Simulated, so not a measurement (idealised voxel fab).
A process module follows: voxel transistor to metal.
Cross-section cut: width 210 nm, square cells of 5 nm.
A cross-section in this document is a grid of square cells, and it is written down as bands, the top band listed before the ones below it; a band is made up of one or more rows of cells. A band entry consists of two parts. The first gives the height of the band's top and the height of its bottom, in nm. The rest lists the band's materials from left to right, each with its width in nm. A single material labelled with the word "full width" fills the band from edge to edge, and the word "air" marks empty space. For the purposes of this specification, 0 denotes the height below which the wafer in its as-received condition is composed wholly of one material, and the lowermost band, lacking a lower limit, extends downward without end, as expressed in "0 -> down". Width spec "30 to 40" -> top row of cells at first value, bottom row at second value, equal per-row change in between. Basically "same as before" means that step didn't change any cell in the cross-section. The entry titled "Sealed cavities" provides the empty spaces that have no open way to the top, restricted to those of 8 cells or more. Each is presented as width x height at distance, the distance being measured from the left edge, with all three in nm. That trailing text on a step's line, after the settings, is the simulator's own remark on the step. "overlay nm" answers the question of how far to the right of plan the mask lay on a step that has a mask, and when it is negative the answer is to the left.

BELOW IS THE LIST OF PLANNED PROCESS STEPS
1: RECEIVE with material Si
2: CONFORMAL_DEP with material SiO2, thk nm 5
3: CONFORMAL_DEP with material SiN, thk nm 10
4: DIRECTIONAL_DEP with material aC, thk nm 15
5: PATTERN with tone cover, mask id ACTIVE, material resist, width nm 105, thk nm 30, overlay nm 0
6: DIRECTIONAL_ETCH with etch materials aC, depth nm 15
7: STRIP with etch materials resist
8: DIRECTIONAL_ETCH with etch materials SiN, depth nm 10
9: DIRECTIONAL_ETCH with etch materials SiO2, depth nm 5
10: DIRECTIONAL_ETCH with etch materials Si, depth nm 35
11: STRIP with etch materials aC
12: OXIDIZE with depth nm 5
13: FILL_DEP with material SiO2, thk nm 5
14: CMP with height nm 15
15: SELECTIVE_ETCH with etch materials SiO2, depth nm 10
16: STRIP with etch materials SiN
17: SELECTIVE_ETCH with etch materials SiO2, depth nm 5
18: OXIDIZE with depth nm 5
19: DIRECTIONAL_DEP with material polySi, thk nm 30
20: DIRECTIONAL_DEP with material SiCN, thk nm 15
21: PATTERN with tone cover, mask id GATE, material resist, width nm 25, thk nm 20, overlay nm 0
22: DIRECTIONAL_ETCH with etch materials SiCN, depth nm 25
23: DIRECTIONAL_ETCH with etch materials polySi, depth nm 40
24: STRIP with etch materials resist
25: CONFORMAL_DEP with material SiN, thk nm 5
26: DIRECTIONAL_ETCH with etch materials SiN, depth nm 5
27: DIRECTIONAL_ETCH with etch materials SiO2, depth nm 5
28: EPI with material pSi, thk nm 5
29: FILL_DEP with material SiO2, thk nm 5
30: CMP with height nm 30
31: STRIP with etch materials polySi
32: SELECTIVE_ETCH with etch materials SiO2, depth nm 5
33: CONFORMAL_DEP with material HfO2, thk nm 5
34: CONFORMAL_DEP with material TiN, thk nm 5
35: FILL_DEP with material W, thk nm 10
36: CMP with height nm 25
37: DIRECTIONAL_DEP with material SiO2, thk nm 15
38: MASKED_ETCH with tone open, mask id CONTACT, width nm 15, pitch nm 70, etch materials SiO2, depth nm 40, overlay nm 0
39: CONFORMAL_DEP with material TiN, thk nm 5
40: FILL_DEP with material W, thk nm 10
41: CMP with height nm 40
42: DIRECTIONAL_DEP with material TiN, thk nm 5
43: DIRECTIONAL_DEP with material Ru, thk nm 20
44: MASKED_ETCH with tone cover, mask id METAL_1, width nm 15, pitch nm 70, etch materials Ru, depth nm 20, overlay nm 0
45: MASKED_ETCH with tone cover, mask id METAL_1, width nm 15, pitch nm 70, etch materials TiN, depth nm 5, overlay nm 0
46: FILL_DEP with material lowk, thk nm 5
47: CMP with height nm 65
48: CONFORMAL_DEP with material SiCN, thk nm 5

FIRST OF TWO WAFERS, WITH THE RUN CARRIED OUT AS PLANNED

CROSS-SECTION: WAFER ON ARRIVAL = AFTER STEP 1
* 0 -> down = Si full width
* Sealed cavities: none

WAFER SECTION VIEW AFTER PROCESSING STEP 2
* 5 -> 0 = SiO2 full width
* Everything under 0 stays put, no change at all.

WAFER SECTION VIEW AFTER PROCESSING STEP 3
* 15 -> 5 = SiN full width
* Everything under 5 stays put, no change at all.

WAFER SECTION VIEW AFTER PROCESSING STEP 4
* 30 -> 15 = aC full width
* Everything under 15 stays put, no change at all.

WAFER SECTION VIEW AFTER PROCESSING STEP 5
* 60 -> 30 = air 50 / resist 105 / air 55
* Everything under 30 stays put, no change at all.

WAFER SECTION VIEW AFTER PROCESSING STEP 6
* 45 -> 30 = air 50 / resist 105 / air 55
* 30 -> 15 = air 50 / aC 105 / air 55
* Everything under 15 stays put, no change at all.

WAFER SECTION VIEW AFTER PROCESSING STEP 7
* 30 -> 15 = air 50 / aC 105 / air 55
* Everything under 15 stays put, no change at all.

WAFER SECTION VIEW AFTER PROCESSING STEP 8
* 30 -> 15 = air 50 / aC 105 / air 55
* 15 -> 5 = air 50 / SiN 105 / air 55
* Everything under 5 stays put, no change at all.

WAFER SECTION VIEW AFTER PROCESSING STEP 9
* 30 -> 15 = air 50 / aC 105 / air 55
* 15 -> 5 = air 50 / SiN 105 / air 55
* 5 -> 0 = air 50 / SiO2 105 / air 55
* Everything under 0 stays put, no change at all.

WAFER SECTION VIEW AFTER PROCESSING STEP 10
* 30 -> 15 = air 50 / aC 105 / air 55
* 15 -> 5 = air 50 / SiN 105 / air 55
* 5 -> 0 = air 50 / SiO2 105 / air 55
* 0 -> -35 = air 50 / Si 105 / air 55
* Everything under -35 stays put, no change at all.

WAFER SECTION VIEW AFTER PROCESSING STEP 11
* 15 -> 5 = air 50 / SiN 105 / air 55
* Everything under 5 stays put, no change at all.

WAFER SECTION VIEW AFTER PROCESSING STEP 12
* 15 -> 5 = air 50 / SiN 105 / air 55
* 5 -> 0 = air 50 / SiO2 105 / air 55
* 0 -> -35 = air 50 / SiO2 5 / Si 95 / SiO2 5 / air 55
* -35 -> -40 = SiO2 55 / Si 95 / SiO2 60
* Everything under -40 stays put, no change at all.

WAFER SECTION VIEW AFTER PROCESSING STEP 13
* 20 -> 15 = SiO2 full width
* 15 -> 5 = SiO2 50 / SiN 105 / SiO2 55
* 5 -> 0 = SiO2 full width
* 0 -> -40 = SiO2 55 / Si 95 / SiO2 60
* Everything under -40 stays put, no change at all.

WAFER SECTION VIEW AFTER PROCESSING STEP 14
* 15 -> 5 = SiO2 50 / SiN 105 / SiO2 55
* Everything under 5 stays put, no change at all.

WAFER SECTION VIEW AFTER PROCESSING STEP 15
* 15 -> 5 = air 50 / SiN 105 / air 55
* Everything under 5 stays put, no change at all.

WAFER SECTION VIEW AFTER PROCESSING STEP 16
* 5 -> 0 = SiO2 full width
* Everything under 0 stays put, no change at all.

WAFER SECTION VIEW AFTER PROCESSING STEP 17
* 0 -> -40 = SiO2 55 / Si 95 / SiO2 60
* Everything under -40 stays put, no change at all.

WAFER SECTION VIEW AFTER PROCESSING STEP 18
* 0 -> -5 = SiO2 full width
* Everything under -5 stays put, no change at all.

WAFER SECTION VIEW AFTER PROCESSING STEP 19
* 30 -> 0 = polySi full width
* Everything under 0 stays put, no change at all.

WAFER SECTION VIEW AFTER PROCESSING STEP 20
* 45 -> 30 = SiCN full width
* Everything under 30 stays put, no change at all.

WAFER SECTION VIEW AFTER PROCESSING STEP 21
* 65 -> 45 = air 90 / resist 25 / air 95
* Everything under 45 stays put, no change at all.

WAFER SECTION VIEW AFTER PROCESSING STEP 22
* 65 -> 45 = air 90 / resist 25 / air 95
* 45 -> 30 = air 90 / SiCN 25 / air 95
* Everything under 30 stays put, no change at all.

WAFER SECTION VIEW AFTER PROCESSING STEP 23
* 65 -> 45 = air 90 / resist 25 / air 95
* 45 -> 30 = air 90 / SiCN 25 / air 95
* 30 -> 0 = air 90 / polySi 25 / air 95
* Everything under 0 stays put, no change at all.

WAFER SECTION VIEW AFTER PROCESSING STEP 24
* 45 -> 30 = air 90 / SiCN 25 / air 95
* Everything under 30 stays put, no change at all.

WAFER SECTION VIEW AFTER PROCESSING STEP 25
* 50 -> 45 = air 85 / SiN 35 / air 90
* 45 -> 30 = air 85 / SiN 5 / SiCN 25 / SiN 5 / air 90
* 30 -> 5 = air 85 / SiN 5 / polySi 25 / SiN 5 / air 90
* 5 -> 0 = SiN 90 / polySi 25 / SiN 95
* Everything under 0 stays put, no change at all.

WAFER SECTION VIEW AFTER PROCESSING STEP 26
* 45 -> 30 = air 85 / SiN 5 / SiCN 25 / SiN 5 / air 90
* 30 -> 0 = air 85 / SiN 5 / polySi 25 / SiN 5 / air 90
* Everything under 0 stays put, no change at all.

WAFER SECTION VIEW AFTER PROCESSING STEP 27
* 45 -> 30 = air 85 / SiN 5 / SiCN 25 / SiN 5 / air 90
* 30 -> 0 = air 85 / SiN 5 / polySi 25 / SiN 5 / air 90
* 0 -> -5 = air 85 / SiO2 35 / air 90
* Everything under -5 stays put, no change at all.

WAFER SECTION VIEW AFTER PROCESSING STEP 28
* 45 -> 30 = air 85 / SiN 5 / SiCN 25 / SiN 5 / air 90
* 30 -> 0 = air 85 / SiN 5 / polySi 25 / SiN 5 / air 90
* 0 -> -5 = air 50 / pSi 35 / SiO2 35 / pSi 35 / air 55
* Everything under -5 stays put, no change at all.

WAFER SECTION VIEW AFTER PROCESSING STEP 29
* 50 -> 45 = SiO2 full width
* 45 -> 30 = SiO2 85 / SiN 5 / SiCN 25 / SiN 5 / SiO2 90
* 30 -> 0 = SiO2 85 / SiN 5 / polySi 25 / SiN 5 / SiO2 90
* 0 -> -5 = SiO2 50 / pSi 35 / SiO2 35 / pSi 35 / SiO2 55
* Everything under -5 stays put, no change at all.

WAFER SECTION VIEW AFTER PROCESSING STEP 30
* 30 -> 0 = SiO2 85 / SiN 5 / polySi 25 / SiN 5 / SiO2 90
* Everything under 0 stays put, no change at all.

WAFER SECTION VIEW AFTER PROCESSING STEP 31
* 30 -> 0 = SiO2 85 / SiN 5 / air 25 / SiN 5 / SiO2 90
* Everything under 0 stays put, no change at all.

WAFER SECTION VIEW AFTER PROCESSING STEP 32
* 30 -> 25 = air 85 / SiN 5 / air 25 / SiN 5 / air 90
* 25 -> 0 = SiO2 85 / SiN 5 / air 25 / SiN 5 / SiO2 90
* 0 -> -5 = SiO2 50 / pSi 35 / air 35 / pSi 35 / SiO2 55
* Everything under -5 stays put, no change at all.

WAFER SECTION VIEW AFTER PROCESSING STEP 33
* 35 -> 30 = air 80 / HfO2 15 / air 15 / HfO2 15 / air 85
* 30 -> 25 = HfO2 85 / SiN 5 / HfO2 5 / air 15 / HfO2 5 / SiN 5 / HfO2 90
* 25 -> 0 = SiO2 85 / SiN 5 / HfO2 5 / air 15 / HfO2 5 / SiN 5 / SiO2 90
* 0 -> -5 = SiO2 50 / pSi 35 / HfO2 35 / pSi 35 / SiO2 55
* Everything under -5 stays put, no change at all.

WAFER SECTION VIEW AFTER PROCESSING STEP 34
* 40 -> 35 = air 75 / TiN 25 / air 5 / TiN 25 / air 80
* 35 -> 30 = TiN 80 / HfO2 15 / TiN 5 / air 5 / TiN 5 / HfO2 15 / TiN 85
* 30 -> 25 = HfO2 85 / SiN 5 / HfO2 5 / TiN 5 / air 5 / TiN 5 / HfO2 5 / SiN 5 / HfO2 90
* 25 -> 5 = SiO2 85 / SiN 5 / HfO2 5 / TiN 5 / air 5 / TiN 5 / HfO2 5 / SiN 5 / SiO2 90
* 5 -> 0 = SiO2 85 / SiN 5 / HfO2 5 / TiN 15 / HfO2 5 / SiN 5 / SiO2 90
* Everything under 0 stays put, no change at all.

WAFER SECTION VIEW AFTER PROCESSING STEP 35
* 50 -> 40 = W full width
* 40 -> 35 = W 75 / TiN 25 / W 5 / TiN 25 / W 80
* 35 -> 30 = TiN 80 / HfO2 15 / TiN 5 / W 5 / TiN 5 / HfO2 15 / TiN 85
* 30 -> 25 = HfO2 85 / SiN 5 / HfO2 5 / TiN 5 / W 5 / TiN 5 / HfO2 5 / SiN 5 / HfO2 90
* 25 -> 5 = SiO2 85 / SiN 5 / HfO2 5 / TiN 5 / W 5 / TiN 5 / HfO2 5 / SiN 5 / SiO2 90
* Everything under 5 stays put, no change at all.

WAFER SECTION VIEW AFTER PROCESSING STEP 36
* 25 -> 5 = SiO2 85 / SiN 5 / HfO2 5 / TiN 5 / W 5 / TiN 5 / HfO2 5 / SiN 5 / SiO2 90
* Everything under 5 stays put, no change at all.

WAFER SECTION VIEW AFTER PROCESSING STEP 37
* 40 -> 25 = SiO2 full width
* Everything under 25 stays put, no change at all.

WAFER SECTION VIEW AFTER PROCESSING STEP 38
* 40 -> 25 = SiO2 60 / air 15 / SiO2 55 / air 15 / SiO2 65
* 25 -> 5 = SiO2 60 / air 15 / SiO2 10 / SiN 5 / HfO2 5 / TiN 5 / W 5 / TiN 5 / HfO2 5 / SiN 5 / SiO2 10 / air 15 / SiO2 65
* 5 -> 0 = SiO2 60 / air 15 / SiO2 10 / SiN 5 / HfO2 5 / TiN 15 / HfO2 5 / SiN 5 / SiO2 10 / air 15 / SiO2 65
* Everything under 0 stays put, no change at all.

WAFER SECTION VIEW AFTER PROCESSING STEP 39
* 45 -> 40 = TiN 65 / air 5 / TiN 65 / air 5 / TiN 70
* 40 -> 25 = SiO2 60 / TiN 5 / air 5 / TiN 5 / SiO2 55 / TiN 5 / air 5 / TiN 5 / SiO2 65
* 25 -> 5 = SiO2 60 / TiN 5 / air 5 / TiN 5 / SiO2 10 / SiN 5 / HfO2 5 / TiN 5 / W 5 / TiN 5 / HfO2 5 / SiN 5 / SiO2 10 / TiN 5 / air 5 / TiN 5 / SiO2 65
* 5 -> 0 = SiO2 60 / TiN 15 / SiO2 10 / SiN 5 / HfO2 5 / TiN 15 / HfO2 5 / SiN 5 / SiO2 10 / TiN 15 / SiO2 65
* Everything under 0 stays put, no change at all.

WAFER SECTION VIEW AFTER PROCESSING STEP 40
* 55 -> 45 = W full width
* 45 -> 40 = TiN 65 / W 5 / TiN 65 / W 5 / TiN 70
* 40 -> 25 = SiO2 60 / TiN 5 / W 5 / TiN 5 / SiO2 55 / TiN 5 / W 5 / TiN 5 / SiO2 65
* 25 -> 5 = SiO2 60 / TiN 5 / W 5 / TiN 5 / SiO2 10 / SiN 5 / HfO2 5 / TiN 5 / W 5 / TiN 5 / HfO2 5 / SiN 5 / SiO2 10 / TiN 5 / W 5 / TiN 5 / SiO2 65
* Everything under 5 stays put, no change at all.

WAFER SECTION VIEW AFTER PROCESSING STEP 41
* 40 -> 25 = SiO2 60 / TiN 5 / W 5 / TiN 5 / SiO2 55 / TiN 5 / W 5 / TiN 5 / SiO2 65
* Everything under 25 stays put, no change at all.

WAFER SECTION VIEW AFTER PROCESSING STEP 42
* 45 -> 40 = TiN full width
* Everything under 40 stays put, no change at all.

WAFER SECTION VIEW AFTER PROCESSING STEP 43
* 65 -> 45 = Ru full width
* Everything under 45 stays put, no change at all.

WAFER SECTION VIEW AFTER PROCESSING STEP 44
* 65 -> 45 = air 60 / Ru 15 / air 55 / Ru 15 / air 65
* Everything under 45 stays put, no change at all.

WAFER SECTION VIEW AFTER PROCESSING STEP 45
* 65 -> 45 = air 60 / Ru 15 / air 55 / Ru 15 / air 65
* 45 -> 40 = air 60 / TiN 15 / air 55 / TiN 15 / air 65
* Everything under 40 stays put, no change at all.

WAFER SECTION VIEW AFTER PROCESSING STEP 46
* 70 -> 65 = lowk full width
* 65 -> 45 = lowk 60 / Ru 15 / lowk 55 / Ru 15 / lowk 65
* 45 -> 40 = lowk 60 / TiN 15 / lowk 55 / TiN 15 / lowk 65
* Everything under 40 stays put, no change at all.

WAFER SECTION VIEW AFTER PROCESSING STEP 47
* 65 -> 45 = lowk 60 / Ru 15 / lowk 55 / Ru 15 / lowk 65
* Everything under 45 stays put, no change at all.

WAFER SECTION VIEW AFTER PROCESSING STEP 48
* 70 -> 65 = SiCN full width
* Everything under 65 stays put, no change at all.

OKAY, SECOND WAFER. NOTHING DIFFERENT AT THE START, NOTHING DIFFERENT IN THE PLAN, JUST ONE MISTAKE SOMEWHERE IN THE RUNNING. AS FAR AS STEP 43, COUNTING THAT STEP, IT'S THE FIRST WAFER ALL OVER AGAIN

X-SECTION, SECOND WAFER, WHEN STEP 44 WAS DUE TO FINISH
* 65 -> 45 = air 50 / Ru 15 / air 55 / Ru 15 / air 75
* Everything under 45 stays put, no change at all.

X-SECTION, SECOND WAFER, WHEN STEP 45 WAS DUE TO FINISH
* 65 -> 45 = air 50 / Ru 15 / air 55 / Ru 15 / air 75
* 45 -> 40 = air 50 / TiN 25 / air 45 / TiN 25 / air 65
* Everything under 40 stays put, no change at all.

X-SECTION, SECOND WAFER, WHEN STEP 46 WAS DUE TO FINISH
* 70 -> 65 = lowk full width
* 65 -> 45 = lowk 50 / Ru 15 / lowk 55 / Ru 15 / lowk 75
* 45 -> 40 = lowk 50 / TiN 25 / lowk 45 / TiN 25 / lowk 65
* Everything under 40 stays put, no change at all.

X-SECTION, SECOND WAFER, WHEN STEP 47 WAS DUE TO FINISH
* 65 -> 45 = lowk 50 / Ru 15 / lowk 55 / Ru 15 / lowk 75
* Everything under 45 stays put, no change at all.

X-SECTION, SECOND WAFER, WHEN STEP 48 WAS DUE TO FINISH
* 70 -> 65 = SiCN full width
* Everything under 65 stays put, no change at all.
Error vs. plan: step 44 was not run as planned; what actually ran was MASKED_ETCH with tone cover, mask id METAL_1, width nm 15, pitch nm 70, etch materials Ru, depth nm 20, overlay nm -10
In the final state, the cell counts of the second wafer exceed or fall short of those of the first for the following materials: 4 more of TiN | 4 fewer of lowk
